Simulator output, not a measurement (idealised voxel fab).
Herein follows the process module entitled voxel ribs on slabs.
The figure presents cross-section cut, which has a width of 260 nm and is divided into square cells with an edge length of 5 nm.
Just so we're on the same page, the cross-sections are grids of square cells, and they're listed out in bands top to bottom, each band one or more rows deep.
Band entry format. Leading values: height of top, height of bottom, nm. Remainder: materials in left-to-right order, each with its width in nm. Special words: "full width" on a single material, which then fills the band edge to edge; "blank", empty space.
Counting heights begins at 0, where everything beneath is, in the wafer as received, one material. The lowest band has no bottom; it goes on downwards, as "0 and below" shows.
You'd read "30..40" like this: the band's top row of cells is as wide as the first number, its bottom row is as wide as the second, and going down, every row changes width by the same amount as the row before did.
Basically "no modification" means that step didn't change any cell in the cross-section.
Closed empty spaces (no open way to the top) of 8 cells or more are what "Sealed cavities" lists, each as width x height at distance from the left edge, nm for all three.
Where a step's line continues beyond its settings, the continuation is a remark by the simulator itself on that step.
Among the settings permitted on a step's line is "overlay nm"; applied to a step with a mask, it specifies the extent to which the mask lay to the right of its planned position, whereas a negative figure signifies a position to the left.
**Steps in the process plan**
1: RECEIVE, material Si
2: DIRECTIONAL_DEP, material SiO2, thk nm 30
3: DIRECTIONAL_DEP, material SiN, thk nm 15
4: PATTERN, tone cover, mask id RIB, material resist, width nm 20, thk nm 15, overlay nm 0
5: DIRECTIONAL_ETCH, etch materials SiN, depth nm 10
6: STRIP, etch materials resist
7: PATTERN, tone cover, mask id SLAB, material resist, width nm 50, thk nm 20, overlay nm 0
8: DIRECTIONAL_ETCH, etch materials SiN, depth nm 5
9: STRIP, etch materials resist
10: FILL_DEP, material SiO2, thk nm 20
11: CMP, height nm 60
12: DIRECTIONAL_DEP, material W, thk nm 5
13: PATTERN, tone cover, mask id HEATER, material resist, width nm 30, thk nm 20, overlay nm 0
14: DIRECTIONAL_ETCH, etch materials W, depth nm 5
15: STRIP, etch materials resist
16: CONFORMAL_DEP, material SiN, thk nm 10
**first wafer, as planned**
**Cross-section of the wafer as it came to us, i.e., already through step 1**
	0 and below | Si full width
	Sealed cavities: none
**Cross-section of the wafer after step 2**
	30 down to 0 | SiO2 full width
	Under 0: no change, same as before.
**Cross-section of the wafer after step 3**
	45 down to 30 | SiN full width
	Under 30: no change, same as before.
**Cross-section of the wafer after step 4**
	60 down to 45 | blank=120 / resist=20 / blank=120
	Under 45: no change, same as before.
**Cross-section of the wafer after step 5**
	60 down to 45 | blank=120 / resist=20 / blank=120
	45 down to 35 | blank=120 / SiN=20 / blank=120
	Under 35: no change, same as before.
**Cross-section of the wafer after step 6**
	45 down to 35 | blank=120 / SiN=20 / blank=120
	Under 35: no change, same as before.
**Cross-section of the wafer after step 7**
	65 down to 45 | blank=105 / resist=50 / blank=105
	45 down to 35 | blank=105 / resist=15 / SiN=20 / resist=15 / blank=105
	Under 35: no change, same as before.
**Cross-section of the wafer after step 8**
	65 down to 45 | blank=105 / resist=50 / blank=105
	45 down to 35 | blank=105 / resist=15 / SiN=20 / resist=15 / blank=105
	35 down to 30 | blank=105 / SiN=50 / blank=105
	Under 30: no change, same as before.
**Cross-section of the wafer after step 9**
	45 down to 35 | blank=120 / SiN=20 / blank=120
	Under 35: no change, same as before.
**Cross-section of the wafer after step 10**
	65 down to 45 | SiO2 full width
	45 down to 35 | SiO2=120 / SiN=20 / SiO2=120
	35 down to 30 | SiO2=105 / SiN=50 / SiO2=105
	Under 30: no change, same as before.
**Cross-section of the wafer after step 11**
	60 down to 45 | SiO2 full width
	Under 45: no change, same as before.
**Cross-section of the wafer after step 12**
	65 down to 60 | W full width
	Under 60: no change, same as before.
**Cross-section of the wafer after step 13**
	85 down to 65 | blank=115 / resist=30 / blank=115
	Under 65: no change, same as before.
**Cross-section of the wafer after step 14**
	85 down to 65 | blank=115 / resist=30 / blank=115
	65 down to 60 | blank=115 / W=30 / blank=115
	Under 60: no change, same as before.
**Cross-section of the wafer after step 15**
	65 down to 60 | blank=115 / W=30 / blank=115
	Under 60: no change, same as before.
**Cross-section of the wafer after step 16**
	75 down to 70 | blank=105 / SiN=50 / blank=105
	70 down to 65 | SiN full width
	65 down to 60 | SiN=115 / W=30 / SiN=115
	Under 60: no change, same as before.
**Second wafer. Start and plan as for the first. One mistake made in running. Agrees with the first up to and including step 12**
**At the planned end of step 13, the second wafer in cross-section**
	85 down to 65 | resist=115 / blank=30 / resist=115
	Under 65: no change, same as before.
**At the planned end of step 14, the second wafer in cross-section**
	85 down to 65 | resist=115 / blank=30 / resist=115
	65 down to 60 | W=115 / blank=30 / W=115
	Under 60: no change, same as before.
**At the planned end of step 15, the second wafer in cross-section**
	65 down to 60 | W=115 / blank=30 / W=115
	Under 60: no change, same as before.
**At the planned end of step 16, the second wafer in cross-section**
	75 down to 70 | SiN=125 / blank=10 / SiN=125
	70 down to 65 | SiN full width
	65 down to 60 | W=115 / SiN=30 / W=115
	Under 60: no change, same as before.
Nonconformance to the process plan: planned and actual differ for step 13; actual: PATTERN, tone open, mask id HEATER, material resist, width nm 30, thk nm 20, overlay nm 0
Counted in cells at the end, the second wafer holds more or fewer of these materials than the first: W: 40 more
